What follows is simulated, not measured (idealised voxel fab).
process module | voxel plated lines
cross-section cut | 170 nm wide | cells 5 nm
A cross-section is a grid of square cells, given in bands from the top down. A band is one or more rows of cells.
Each band's line starts with the height of the band's top and of its bottom, in nm. Then come its materials from left to right, each with its width in nm. One material with "throughout" fills the band from edge to edge. "air" is empty space.
Height 0 is the level under which the wafer as received is all one material. The lowest band goes on downwards, as in "0 down".
A width such as "30 to 40" changes by the same amount from each row of cells to the next, from the band's top row to its bottom row.
"no change" after a step means that no cell of the cross-section changed.
closed voids: empty space of 8 cells or more with no open way to the top, each as width x height at its distance from the left edge, in nm
after a step's settings: what the simulator itself notes on the step
overlay nm, on a step with a mask: how far to the right of its planned place the mask lay; to the left if negative
plan
1 op RECEIVE | material Si
2 op CONFORMAL_DEP | material SiN | thk nm 5
3 op DIRECTIONAL_DEP | material TiN | thk nm 5
4 op PATTERN | tone open | mask id LINES | material resist | width nm 25 | pitch nm 40 | thk nm 25 | overlay nm 0
5 op EPI | material Ru | thk nm 5
6 op EPI | material Ru | thk nm 5
7 op STRIP | etch materials resist
8 op DIRECTIONAL_ETCH | etch materials TiN | depth nm 5
9 op CONFORMAL_DEP | material SiO2 | thk nm 5
as received, after step 1
  0 down: Si throughout
  closed voids: none
first wafer at the end, as planned
  25 to 20: air 45 | SiO2 35 | air 5 | SiO2 35 | air 50
  20 to 10: air 45 | SiO2 5 | Ru 25 | SiO2 5 | air 5 | SiO2 5 | Ru 25 | SiO2 5 | air 50
  10 to 5: SiO2 50 | TiN 25 | SiO2 15 | TiN 25 | SiO2 55
  5 to 0: SiN throughout
  0 down: Si throughout
  closed voids: none
second wafer at the end: like start, like plan, one mistake
  35 to 20: air 35 | SiO2 95 | air 40
  20 to 10: SiO2 50 | Ru 25 | SiO2 15 | Ru 25 | SiO2 55
  10 to 5: SiO2 50 | TiN 25 | SiO2 15 | TiN 25 | SiO2 55
  5 to 0: SiN throughout
  0 down: Si throughout
  closed voids: none
what went wrong: step 9 ran as: op CONFORMAL_DEP | material SiO2 | thk nm 15
at the end the second wafer has, in cells: 83 more of SiO2
